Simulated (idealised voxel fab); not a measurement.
Process module in this document: voxel capacitor over wiring
The figure presents cross-section cut, which has a width of 140 nm and is divided into square cells with an edge length of 5 nm.
Cross-section, as written here: a square-cell grid given band by band from the top down, where a band holds one or more rows of cells. Band: top and bottom heights (nm) first, top before bottom; then materials from left to right, widths in nm. "edge to edge" marks a sole material filling the band edge to edge. "empty" denotes empty space. Basically, 0 is our baseline, since under it the wafer straight out of the box is all one material. The bottom band has no lower end and keeps on going down, so it looks like "top 0, no bottom". A width given as "30 to 40" starts at the first number in the band's top row and ends at the second number in its bottom row, shifting by an equal amount at every step from row to row. Reading "nothing was modified" for a step: not a cell of the cross-section changed in it. Closed-off voids of 8+ cells (no open route to the top) go in "Sealed internal voids", written width x height at distance from the left edge, in nm. Heads up: the bit after the settings on a step's line is the simulator's remark on that step. For masked steps, "overlay nm" on the step line gives how far right of plan the mask actually lay; a minus sign means it lay to the left. Structure of the following material. The material consists of pairs of cross-sections. Each pair comprises the cross-section before one process step and the cross-section after that step, the latter shown only down to the lowest band that changed. The step between the cross-sections is specified beneath each pair, including its settings. Pairs are not necessarily consecutive: they may derive from different runs of this module performed on the same starting wafer. Continuity with the pair above is to be assumed only where the entry headed "Incoming profile" of the pair in question states it.
[Incoming profile]
- top 105, bottom 95 | Ru edge to edge
- top 95, bottom 90 | TiN 40 nm; Ru 5 nm; TiN 95 nm
- top 90, bottom 85 | SiO2 35 nm; TiN 5 nm; Ru 5 nm; TiN 5 nm; SiO2 90 nm
- top 85, bottom 80 | SiO2 35 nm; TiN 15 nm; SiO2 90 nm
- top 80, bottom 75 | SiO2 20 nm; TiN 5 nm; SiO2 65 nm; TiN 5 nm; SiO2 45 nm
- top 75, bottom 70 | SiN edge to edge
- top 70, bottom 60 | TiN edge to edge
- top 60, bottom 40 | lowk 25 nm; Ru 15 nm; lowk 100 nm
- top 40, bottom 35 | SiCN 25 nm; Ru 15 nm; SiCN 100 nm
- top 35, bottom 20 | lowk 15 nm; Ru 25 nm; lowk 60 nm; Ru 25 nm; lowk 15 nm
- top 20, bottom 15 | lowk 15 nm; TiN 25 nm; lowk 60 nm; TiN 25 nm; lowk 15 nm
- top 15, bottom 0 | SiO2 edge to edge
- top 0, no bottom | Si edge to edge
- Sealed internal voids: none
[Cross-Section Thereafter]
- top 90, bottom 85 | SiO2 35 nm; TiN 5 nm; Ru 5 nm; TiN 5 nm; SiO2 90 nm
- At heights below 85, the structure remains unaltered.
- Sealed internal voids: none
Which operation links the two cross-sections above? op CMP | height nm 90
Incoming profile: this step begins from the cross-section that the pair just above shows after its step.
[Cross-Section Thereafter]
- top 95, bottom 90 | SiCN edge to edge
- At heights below 90, the structure remains unaltered.
- Sealed internal voids: none
Which operation links the two cross-sections above? op CONFORMAL_DEP | material SiCN | thk nm 5
